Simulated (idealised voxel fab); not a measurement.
voxel double patterning: a process module
Shown is cross-section cut, with a width of 190 nm and square cells of size 5 nm.
Notation: cross-section as square-cell grid; stated in bands, top first, going down; one or more cell rows per band. Heights first: top, then bottom, in nm. Then materials, left to right, each with a width in nm. "full width" on a single material: fills the band edge to edge. "air": empty space. Heights are reckoned from 0. Under this level, the received wafer is all of one material. The bottommost band is open-ended downward, for example "0..down". Graded width ("30..40"): value in top row of band = first number; value in bottom row = second number; row-to-row change constant. "no alteration" for a step: no cell of the cross-section changed in that step. Voids not open to the top, 8 cells minimum: see "Trapped cavities". Written width x height at distance; distance is from the left edge; nm. Read whatever lies past the settings on a step's line as the simulator's own remark about the step. Among the settings permitted on a step's line is "overlay nm"; applied to a step with a mask, it specifies the extent to which the mask lay to the right of its planned position, whereas a negative figure signifies a position to the left.
**The steps planned for the process are as follows**
1 RECEIVE with material Si
2 CONFORMAL_DEP with material SiO2, thk nm 5
3 DIRECTIONAL_DEP with material TiN, thk nm 10
4 DIRECTIONAL_DEP with material SiN, thk nm 10
5 DIRECTIONAL_DEP with material aC, thk nm 15
6 PATTERN with tone open, mask id FIRST, material resist, width nm 15, pitch nm 50, thk nm 30, overlay nm 0
7 DIRECTIONAL_ETCH with etch materials aC, depth nm 15
8 STRIP with etch materials resist
9 DIRECTIONAL_ETCH with etch materials SiN, depth nm 10
10 STRIP with etch materials aC
11 DIRECTIONAL_DEP with material aC, thk nm 15
12 PATTERN with tone open, mask id SECOND, material resist, width nm 15, thk nm 30, overlay nm 0
13 DIRECTIONAL_ETCH with etch materials aC, depth nm 15
14 STRIP with etch materials resist
15 DIRECTIONAL_ETCH with etch materials SiN, depth nm 10
16 STRIP with etch materials aC
17 DIRECTIONAL_ETCH with etch materials TiN, depth nm 10
18 STRIP with etch materials SiN
**Wafer cross-section on receipt, i.e. after step 1**
> 0..down: Si full width
> Trapped cavities: none
**Module complete - cross-section of the first of two wafers, run according to plan**
> 15..5: TiN 60; air 15; TiN 10; air 15; TiN 10; air 15; TiN 65
> 5..0: SiO2 full width
> 0..down: Si full width
> Trapped cavities: none
**This is the second of the two wafers, cross-sectioned at the end of the module; it started exactly like the first and was given the same plan, but it was run with one mistake**
> 20..15: air 60; TiN 15; air 35; TiN 15; air 65
> 15..5: TiN full width
> 5..0: SiO2 full width
> 0..down: Si full width
> Trapped cavities: none
So what did we get wrong on this run? step 11: run off-plan, actual operation and settings DIRECTIONAL_DEP with material TiN, thk nm 15
FYI, end of process, the second wafer has more or fewer cells of some materials than the first: 24 more of TiN
